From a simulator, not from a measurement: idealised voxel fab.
Process module heading - voxel self aligned vias
For reference, the cross-section in this document is cut, with width 220 nm and square cells of 5 nm.
For the purposes of this document, a cross-section shall be understood as a grid of square cells, specified as bands listed in top-to-bottom order, each band consisting of one or more rows of cells.
Band: top and bottom heights (nm) first, top before bottom; then materials from left to right, widths in nm. "edge to edge" marks a sole material filling the band edge to edge. "empty" denotes empty space.
All heights in this document are referenced to 0, defined as the level beneath which the wafer, as received, consists entirely of one material. The lowest band is not bounded below; it extends indefinitely downward and is written in the form "0 down".
When a width is written as two numbers, as in "30 to 40", the first number is the width in the top row of cells of the band and the second is the width in its bottom row, and the width changes by the same amount from each row to the next.
Any step labelled "nothing altered" changed none of the cells in the cross-section.
Listed in "Closed void list": every empty space of 8 or more cells without an open way to the top. Form: width x height at distance, the distance being from the left edge, all in nm.
Step line, after settings: the simulator's comment on this step.
Each step line may optionally specify "overlay nm", which for a step with a mask gives the rightward distance between the mask's planned place and where it lay, a negative value indicating the leftward direction.
Steps planned for the process
| 1 | RECEIVE with material Si |
| 2 | CONFORMAL_DEP with material SiO2, thk nm 10 |
| 3 | CONFORMAL_DEP with material SiCN, thk nm 5 |
| 4 | DIRECTIONAL_DEP with material lowk, thk nm 20 |
| 5 | PATTERN with tone open, mask id LINES, material resist, width nm 15, pitch nm 70, thk nm 15, overlay nm 0 |
| 6 | DIRECTIONAL_ETCH with etch materials lowk, depth nm 20 |
| 7 | STRIP with etch materials resist |
| 8 | CONFORMAL_DEP with material TiN, thk nm 5 |
| 9 | FILL_DEP with material W, thk nm 5 |
| 10 | CMP with height nm 35 |
| 11 | SELECTIVE_ETCH with etch materials W Ru TiN, depth nm 5 |
| 12 | FILL_DEP with material SiN, thk nm 5 |
| 13 | CMP with height nm 35 |
| 14 | DIRECTIONAL_DEP with material lowk, thk nm 20 |
| 15 | PATTERN with tone open, mask id VIAS, material resist, width nm 45, thk nm 20, overlay nm 0 |
| 16 | DIRECTIONAL_ETCH with etch materials lowk, depth nm 20 |
| 17 | DIRECTIONAL_ETCH with etch materials SiN, depth nm 5 |
| 18 | STRIP with etch materials resist |
| 19 | CONFORMAL_DEP with material TiN, thk nm 5 |
| 20 | FILL_DEP with material W, thk nm 5 |
| 21 | CMP with height nm 55 |
| 22 | CONFORMAL_DEP with material SiCN, thk nm 5 |
For clarity, it should be stated that the wafers under discussion commence in an identical condition and differ with respect to the width nm of step 5, the plan indicating the value that the first wafer had.
Cross-sectional view of the first of several wafers in the as-received condition, corresponding to the state following step 1
	0 down: Si edge to edge
	Closed void list: none
The rows of the table below are wafers. Looking at the end of the module, a row counts, for every material, the cells the wafer has gained, shown as (+), or lost, shown as (-), since it was received; its closed voids come next
width nm 15 | +88 SiCN | +3 SiN | +88 SiO2 | +31 TiN | +26 W | +292 lowk | Closed void list: none
width nm 20 | +88 SiCN | +4 SiN | +88 SiO2 | +33 TiN | +31 W | +284 lowk | Closed void list: none
width nm 25 | +88 SiCN | +5 SiN | +88 SiO2 | +35 TiN | +36 W | +276 lowk | Closed void list: none
width nm 30 | +88 SiCN | +6 SiN | +88 SiO2 | +37 TiN | +41 W | +268 lowk | Closed void list: none
width nm 35 | +88 SiCN | +7 SiN | +88 SiO2 | +39 TiN | +46 W | +260 lowk | Closed void list: none
width nm 40 | +88 SiCN | +8 SiN | +88 SiO2 | +41 TiN | +51 W | +252 lowk | Closed void list: none
